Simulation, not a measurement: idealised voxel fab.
Documented hereafter: the process module known as voxel fin reveal.
Cross-section cut spans 155 nm and uses square cells 5 nm in size.
Cross-section format: a grid of square cells, given as bands from top to bottom; each band is one or more rows of cells.
For a band, the entry starts with two heights in nm, that of the top and then that of the bottom, and carries on with the band's materials in order from left to right, each alongside its width in nm; the word "edge to edge" beside a single material means it fills the band edge to edge, and "empty" means empty space.
Beneath 0, the wafer as received is one material, and that level is where height counting begins. The lowest band goes on downward without a bottom; it is written like "z 0 and below".
Note: "30..40" means the width goes from the first number (top row of the band) to the second number (bottom row) in equal steps per row of cells.
"left unchanged" means the step left every cell of the cross-section as it was.
For the entry "Catalogued sealed voids", the listed items are empty spaces with no open way to the top whose size is 8 cells or more; each item follows the pattern width x height at distance, where distance is from the left edge and all three are in nm.
Step line, after settings: the simulator's comment on this step.
overlay nm: for a step with a mask, the amount by which the mask lay right of where it was planned; a negative amount means left of it.
Set out below are the planned steps of the process:
1. RECEIVE (material Si)
2. CONFORMAL_DEP (material SiN; thk nm 10)
3. MASKED_ETCH (tone cover; mask id FINS; width nm 15; pitch nm 35; etch materials SiN; depth nm 10; overlay nm 0)
4. MASKED_ETCH (tone cover; mask id FINS; width nm 15; pitch nm 35; etch materials Si; depth nm 30; overlay nm 0)
5. OXIDIZE (depth nm 5)
6. FILL_DEP (material SiO2; thk nm 15)
7. CMP (height nm 10)
8. SELECTIVE_ETCH (etch materials SiO2; depth nm 25)
9. STRIP (etch materials SiN)
Here's what the wafer looked like in cross-section when it arrived - that's after step 1:
    z 0 and below: Si edge to edge
    Catalogued sealed voids: none
Sectioned view, first of two wafers, at the close of the module, processed as intended in the plan:
    z 0 to -15: 40 nm empty, 5 nm Si, 30 nm empty, 5 nm Si, 30 nm empty, 5 nm Si, 40 nm empty
    z -15 to -35: 40 nm SiO2, 5 nm Si, 30 nm SiO2, 5 nm Si, 30 nm SiO2, 5 nm Si, 40 nm SiO2
    z -35 and below: Si edge to edge
    Catalogued sealed voids: none
Here is the second of the two wafers cut open at the end of the module - same start, same plan as the first one, but we made one mistake running it:
    z 0 to -15: 40 nm empty, 5 nm Si, 30 nm empty, 5 nm Si, 30 nm empty, 5 nm Si, 40 nm empty
    z -15 to -25: 10 nm SiO2, 30 nm empty, 5 nm Si, 30 nm empty, 5 nm Si, 30 nm empty, 5 nm Si, 30 nm empty, 10 nm SiO2
    z -25 to -35: 40 nm SiO2, 5 nm Si, 30 nm SiO2, 5 nm Si, 30 nm SiO2, 5 nm Si, 40 nm SiO2
    z -35 and below: Si edge to edge
    Catalogued sealed voids: none
Short version of what went wrong: the intended sequence of steps 8 and 9 was reversed during processing, with each occupying the position of the other
In the final state, the cell counts of the second wafer exceed or fall short of those of the first for the following materials: 48 fewer of SiO2
